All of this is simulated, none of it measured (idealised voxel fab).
Module name: voxel ribs on slabs (process module)
Section cut is 265 nm wide and gridded with 5 nm square cells.
A cross-section is written here as square cells arranged in a grid, and it is given in bands from the top down, each band taking up one or more rows of cells. Heads up on the band format: heights come first, top then bottom, in nm. After that it's the materials left to right, each with its width in nm. A single material flagged "everywhere" fills the whole band edge to edge, and "air" means there's empty space there. Height is counted from the level 0, under which the received wafer is composed throughout of one material. The lowest of the bands is not closed at the bottom but continues downward, in the notation "0..down". So if you see something like "30->40" for the width, read it as the top row of the band sitting at the first number and the bottom row at the second, with every row in between moving by the same amount as the last. Reading "same as before" for a step: not a cell of the cross-section changed in it. In the "closed voids" entry, you get each enclosed empty space of 8 cells or more, one with no open way to the top, written width x height at distance, distance from the left edge, in nm. Formally, on a step line, whatever follows the settings is a remark that the simulator itself makes on the step. The "overlay nm" setting may appear on a step's line; for a step that uses a mask, it gives how far to the right of its planned position the mask lay, and a negative value indicates the left.

[Listed below are the process steps as planned]
1 RECEIVE [material Si]
2 DIRECTIONAL_DEP [material SiO2] [thk nm 20]
3 DIRECTIONAL_DEP [material polySi] [thk nm 15]
4 PATTERN [tone cover] [mask id RIB] [material resist] [width nm 30] [thk nm 15] [overlay nm 0]
5 DIRECTIONAL_ETCH [etch materials polySi] [depth nm 5]
6 STRIP [etch materials resist]
7 PATTERN [tone cover] [mask id SLAB] [material resist] [width nm 80] [thk nm 20] [overlay nm 0]
8 DIRECTIONAL_ETCH [etch materials polySi] [depth nm 10]
9 STRIP [etch materials resist]
10 FILL_DEP [material SiO2] [thk nm 20]
11 CMP [height nm 50]
12 DIRECTIONAL_DEP [material TiN] [thk nm 5]
13 DIRECTIONAL_DEP [material aC] [thk nm 10]
14 PATTERN [tone cover] [mask id HEATER] [material resist] [width nm 40] [thk nm 25] [overlay nm 0]
15 DIRECTIONAL_ETCH [etch materials aC] [depth nm 10]
16 STRIP [etch materials resist]
17 DIRECTIONAL_ETCH [etch materials TiN] [depth nm 5]
18 STRIP [etch materials aC]
19 CONFORMAL_DEP [material SiN] [thk nm 5]

[As received (post step 1): cross-section]
	0..down  Si everywhere
	closed voids: none

[The following cross-section depicts the wafer upon conclusion of the module. Processing commenced from the starting condition illustrated above and adhered to the plan illustrated above, save for one mistake in execution]
	60..55  105 nm air; 50 nm SiN; 110 nm air
	55..50  110 nm SiN; 40 nm TiN; 115 nm SiN
	50..35  SiO2 everywhere
	35..30  110 nm SiO2; 40 nm polySi; 115 nm SiO2
	30..20  90 nm SiO2; 80 nm polySi; 95 nm SiO2
	20..0  SiO2 everywhere
	0..down  Si everywhere
	closed voids: none
So what did we get wrong on this run? off-plan run, step 4, actual operation and settings PATTERN [tone cover] [mask id RIB] [material resist] [width nm 40] [thk nm 15] [overlay nm 0]
